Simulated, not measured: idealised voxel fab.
Process module name: voxel wiring stack
225 nm wide, 5 nm square cells: that's cross-section cut.
In what follows, cross-sections appear as grids of square cells, described through bands that run from the top down, where every band is one or more rows of cells. Quick guide to a band line: top height, bottom height (nm) up front; then every material left to right with its width in nm. Only one material and it's marked "full width"? Then it fills the band edge to edge. And "blank" just means empty space. Measure heights from 0. That's the level where, below it, the as-received wafer is all one material. The lowest band is bottomless and extends downward; write it as in "0 -> down". A two-number width, for instance "30->40", indicates that the width is equal to the first number in the top row of the band and to the second number in the bottom row, and that it changes by a constant amount per row of cells. Step marked "left unchanged"? Then no cell in the cross-section changed in it. "Listed closed voids": sealed empty spaces, 8 cells or more, no open way to top, listed width x height at distance, with distance from the left edge and width, height and distance in nm. Read whatever lies past the settings on a step's line as the simulator's own remark about the step. On any step carrying a mask, the "overlay nm" setting, if present on the step's line, tells how far right of its planned place the mask lay; negative values point to the left.
So here's the lineup of process steps we planned:
1: RECEIVE | material Si
2: CONFORMAL_DEP | material SiO2 | thk nm 10
3: DIRECTIONAL_DEP | material TiN | thk nm 5
4: DIRECTIONAL_DEP | material Ru | thk nm 15
5: PATTERN | tone cover | mask id METAL_1 | material resist | width nm 25 | pitch nm 45 | thk nm 20 | overlay nm 0
6: DIRECTIONAL_ETCH | etch materials Ru | depth nm 15
7: DIRECTIONAL_ETCH | etch materials TiN | depth nm 5
8: STRIP | etch materials resist
9: FILL_DEP | material lowk | thk nm 5
10: CMP | height nm 30
11: CONFORMAL_DEP | material SiCN | thk nm 5
12: DIRECTIONAL_DEP | material lowk | thk nm 30
13: MASKED_ETCH | tone open | mask id METAL_2_HOLES | width nm 15 | pitch nm 45 | etch materials lowk | depth nm 30 | overlay nm 0
14: MASKED_ETCH | tone open | mask id METAL_2 | width nm 25 | pitch nm 45 | etch materials lowk | depth nm 20 | overlay nm 0
15: MASKED_ETCH | tone open | mask id METAL_2 | width nm 25 | pitch nm 45 | etch materials SiCN | depth nm 5 | overlay nm 0
16: CONFORMAL_DEP | material TiN | thk nm 5
17: FILL_DEP | material Cu | thk nm 5
18: CMP | height nm 65
19: CONFORMAL_DEP | material SiN | thk nm 5
First of two wafers, processed according to plan:
Cross-section of the wafer as it came to us, i.e., already through step 1:
	0 -> down: Si full width
	Listed closed voids: none
Once step 2 is through, the wafer looks like this in cross-section:
	10 -> 0: SiO2 full width
	At heights below 0, the structure remains unaltered.
Once step 3 is through, the wafer looks like this in cross-section:
	15 -> 10: TiN full width
	At heights below 10, the structure remains unaltered.
Once step 4 is through, the wafer looks like this in cross-section:
	30 -> 15: Ru full width
	At heights below 15, the structure remains unaltered.
Once step 5 is through, the wafer looks like this in cross-section:
	50 -> 30: blank (55), resist (25), blank (20), resist (25), blank (20), resist (25), blank (55)
	At heights below 30, the structure remains unaltered.
Once step 6 is through, the wafer looks like this in cross-section:
	50 -> 30: blank (55), resist (25), blank (20), resist (25), blank (20), resist (25), blank (55)
	30 -> 15: blank (55), Ru (25), blank (20), Ru (25), blank (20), Ru (25), blank (55)
	At heights below 15, the structure remains unaltered.
Once step 7 is through, the wafer looks like this in cross-section:
	50 -> 30: blank (55), resist (25), blank (20), resist (25), blank (20), resist (25), blank (55)
	30 -> 15: blank (55), Ru (25), blank (20), Ru (25), blank (20), Ru (25), blank (55)
	15 -> 10: blank (55), TiN (25), blank (20), TiN (25), blank (20), TiN (25), blank (55)
	At heights below 10, the structure remains unaltered.
Once step 8 is through, the wafer looks like this in cross-section:
	30 -> 15: blank (55), Ru (25), blank (20), Ru (25), blank (20), Ru (25), blank (55)
	At heights below 15, the structure remains unaltered.
Once step 9 is through, the wafer looks like this in cross-section:
	35 -> 30: lowk full width
	30 -> 15: lowk (55), Ru (25), lowk (20), Ru (25), lowk (20), Ru (25), lowk (55)
	15 -> 10: lowk (55), TiN (25), lowk (20), TiN (25), lowk (20), TiN (25), lowk (55)
	At heights below 10, the structure remains unaltered.
Once step 10 is through, the wafer looks like this in cross-section:
	30 -> 15: lowk (55), Ru (25), lowk (20), Ru (25), lowk (20), Ru (25), lowk (55)
	At heights below 15, the structure remains unaltered.
Once step 11 is through, the wafer looks like this in cross-section:
	35 -> 30: SiCN full width
	At heights below 30, the structure remains unaltered.
Once step 12 is through, the wafer looks like this in cross-section:
	65 -> 35: lowk full width
	At heights below 35, the structure remains unaltered.
Once step 13 is through, the wafer looks like this in cross-section:
	65 -> 35: lowk (55), blank (15), lowk (30), blank (15), lowk (30), blank (15), lowk (65)
	At heights below 35, the structure remains unaltered.
Once step 14 is through, the wafer looks like this in cross-section:
	65 -> 45: lowk (55), blank (25), lowk (20), blank (25), lowk (20), blank (25), lowk (55)
	At heights below 45, the structure remains unaltered.
Once step 15 is through, the wafer looks like this in cross-section:
	65 -> 45: lowk (55), blank (25), lowk (20), blank (25), lowk (20), blank (25), lowk (55)
	45 -> 35: lowk (55), blank (15), lowk (30), blank (15), lowk (30), blank (15), lowk (65)
	35 -> 30: SiCN (55), blank (15), SiCN (30), blank (15), SiCN (30), blank (15), SiCN (65)
	At heights below 30, the structure remains unaltered.
Once step 16 is through, the wafer looks like this in cross-section:
	70 -> 65: TiN (60), blank (15), TiN (30), blank (15), TiN (30), blank (15), TiN (60)
	65 -> 50: lowk (55), TiN (5), blank (15), TiN (5), lowk (20), TiN (5), blank (15), TiN (5), lowk (20), TiN (5), blank (15), TiN (5), lowk (55)
	50 -> 45: lowk (55), TiN (5), blank (5), TiN (15), lowk (20), TiN (5), blank (5), TiN (15), lowk (20), TiN (5), blank (5), TiN (15), lowk (55)
	45 -> 35: lowk (55), TiN (5), blank (5), TiN (5), lowk (30), TiN (5), blank (5), TiN (5), lowk (30), TiN (5), blank (5), TiN (5), lowk (65)
	35 -> 30: SiCN (55), TiN (15), SiCN (30), TiN (15), SiCN (30), TiN (15), SiCN (65)
	At heights below 30, the structure remains unaltered.
Once step 17 is through, the wafer looks like this in cross-section:
	75 -> 70: Cu full width
	70 -> 65: TiN (60), Cu (15), TiN (30), Cu (15), TiN (30), Cu (15), TiN (60)
	65 -> 50: lowk (55), TiN (5), Cu (15), TiN (5), lowk (20), TiN (5), Cu (15), TiN (5), lowk (20), TiN (5), Cu (15), TiN (5), lowk (55)
	50 -> 45: lowk (55), TiN (5), Cu (5), TiN (15), lowk (20), TiN (5), Cu (5), TiN (15), lowk (20), TiN (5), Cu (5), TiN (15), lowk (55)
	45 -> 35: lowk (55), TiN (5), Cu (5), TiN (5), lowk (30), TiN (5), Cu (5), TiN (5), lowk (30), TiN (5), Cu (5), TiN (5), lowk (65)
	At heights below 35, the structure remains unaltered.
Once step 18 is through, the wafer looks like this in cross-section:
	65 -> 50: lowk (55), TiN (5), Cu (15), TiN (5), lowk (20), TiN (5), Cu (15), TiN (5), lowk (20), TiN (5), Cu (15), TiN (5), lowk (55)
	At heights below 50, the structure remains unaltered.
Once step 19 is through, the wafer looks like this in cross-section:
	70 -> 65: SiN full width
	At heights below 65, the structure remains unaltered.
Wafer two of the pair: same origin, same plan, one error during the run; identical to wafer one up to and including step 11:
Cross-section of the second wafer at the time by which step 12 should have been completed according to the plan:
	60 -> 35: lowk full width
	At heights below 35, the structure remains unaltered.
Cross-section of the second wafer at the time by which step 13 should have been completed according to the plan:
	60 -> 35: lowk (55), blank (15), lowk (30), blank (15), lowk (30), blank (15), lowk (65)
	At heights below 35, the structure remains unaltered.
Cross-section of the second wafer at the time by which step 14 should have been completed according to the plan:
	60 -> 40: lowk (55), blank (25), lowk (20), blank (25), lowk (20), blank (25), lowk (55)
	At heights below 40, the structure remains unaltered.
Cross-section of the second wafer at the time by which step 15 should have been completed according to the plan:
	60 -> 40: lowk (55), blank (25), lowk (20), blank (25), lowk (20), blank (25), lowk (55)
	40 -> 35: lowk (55), blank (15), lowk (30), blank (15), lowk (30), blank (15), lowk (65)
	35 -> 30: SiCN (55), blank (15), SiCN (30), blank (15), SiCN (30), blank (15), SiCN (65)
	At heights below 30, the structure remains unaltered.
Cross-section of the second wafer at the time by which step 16 should have been completed according to the plan:
	65 -> 60: TiN (60), blank (15), TiN (30), blank (15), TiN (30), blank (15), TiN (60)
	60 -> 45: lowk (55), TiN (5), blank (15), TiN (5), lowk (20), TiN (5), blank (15), TiN (5), lowk (20), TiN (5), blank (15), TiN (5), lowk (55)
	45 -> 35: lowk (55), TiN (5), blank (5), TiN (15->5), lowk (20->30), TiN (5), blank (5), TiN (15->5), lowk (20->30), TiN (5), blank (5), TiN (15->5), lowk (55->65)
	35 -> 30: SiCN (55), TiN (15), SiCN (30), TiN (15), SiCN (30), TiN (15), SiCN (65)
	At heights below 30, the structure remains unaltered.
Cross-section of the second wafer at the time by which step 17 should have been completed according to the plan:
	70 -> 65: Cu full width
	65 -> 60: TiN (60), Cu (15), TiN (30), Cu (15), TiN (30), Cu (15), TiN (60)
	60 -> 45: lowk (55), TiN (5), Cu (15), TiN (5), lowk (20), TiN (5), Cu (15), TiN (5), lowk (20), TiN (5), Cu (15), TiN (5), lowk (55)
	45 -> 35: lowk (55), TiN (5), Cu (5), TiN (15->5), lowk (20->30), TiN (5), Cu (5), TiN (15->5), lowk (20->30), TiN (5), Cu (5), TiN (15->5), lowk (55->65)
	At heights below 35, the structure remains unaltered.
Cross-section of the second wafer at the time by which step 18 should have been completed according to the plan:
	65 -> 60: TiN (60), Cu (15), TiN (30), Cu (15), TiN (30), Cu (15), TiN (60)
	At heights below 60, the structure remains unaltered.
Cross-section of the second wafer at the time by which step 19 should have been completed according to the plan:
	70 -> 65: SiN full width
	At heights below 65, the structure remains unaltered.
Run error: step 12 was run on a setting that differed from the plan, and what really ran there is DIRECTIONAL_DEP | material lowk | thk nm 25
Wafer comparison, final, in cells, second relative to first, materials more or fewer: Cu +6 | TiN +30 | lowk -36
